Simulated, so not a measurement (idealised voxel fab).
process module | voxel local oxidation
Cross-section cut: width 280 nm, square cells of 5 nm.
Reading order for cross-sections: top band down to bottom band. Underlying form: a grid of square cells. Band size: one or more rows of cells.
Read a band's entry like this: the first values are the height of its top and the height of its bottom in nm, and what follows is the sequence of materials from left to right, each with its width in nm. Note that "air" is empty space, and that a single material marked "full width" reaches across the band from edge to edge.
Measure heights from 0. That's the level where, below it, the as-received wafer is all one material. The lowest band is bottomless and extends downward; write it as in "0 -> down".
Graded width ("30->40"): value in top row of band = first number; value in bottom row = second number; row-to-row change constant.
"identical to before" means the step left every cell of the cross-section as it was.
Voids, enclosed: empty space of 8 cells or more with no open way to the top, each as width x height at its distance from the left edge, in nm
If you see something after the settings on a step's line, that's the simulator's own remark about that step.
You can add "overlay nm" to a step's line. For a step with a mask, it describes how far the mask lay to the right of its planned position, and a negative number describes a lay to the left.
# Below is the list of planned process steps
1 op RECEIVE | material Si
2 op CONFORMAL_DEP | material SiO2 | thk nm 5
3 op CONFORMAL_DEP | material SiN | thk nm 10
4 op DIRECTIONAL_DEP | material aC | thk nm 15
5 op PATTERN | tone cover | mask id ACTIVE | material resist | width nm 90 | thk nm 35 | overlay nm 0
6 op DIRECTIONAL_ETCH | etch materials aC | depth nm 15
7 op STRIP | etch materials resist
8 op DIRECTIONAL_ETCH | etch materials SiN | depth nm 10
9 op STRIP | etch materials aC
10 op SELECTIVE_ETCH | etch materials SiO2 | depth nm 5
11 op OXIDIZE | depth nm 15
12 op STRIP | etch materials SiN
# Incoming wafer, cross-sectional view, post step 1
0 -> down = Si full width
Voids, enclosed: none
# First wafer of two, sectioned at end of module; run went per plan
5 -> 0 = 100 nm air, then 80 nm SiO2, then 100 nm air
0 -> -15 = 115 nm SiO2, then 50 nm Si, then 115 nm SiO2
-15 -> down = Si full width
Voids, enclosed: none
# Presented here is a cross-section of the second of the two wafers as it stood at the end of the module. It was started in the same manner and assigned the same plan as the first wafer; however, one mistake was made in its execution
5 -> 0 = 110 nm air, then 80 nm SiO2, then 90 nm air
0 -> -15 = 125 nm SiO2, then 50 nm Si, then 105 nm SiO2
-15 -> down = Si full width
Voids, enclosed: none
Which mistake was made when the wafer was run? so step 5 ended up running with a different setting than we planned, it ran as op PATTERN | tone cover | mask id ACTIVE | material resist | width nm 90 | thk nm 35 | overlay nm 10
Comparing end states, the material composition by cell count is preserved from the first wafer to the second, while the locations of the cells are not.
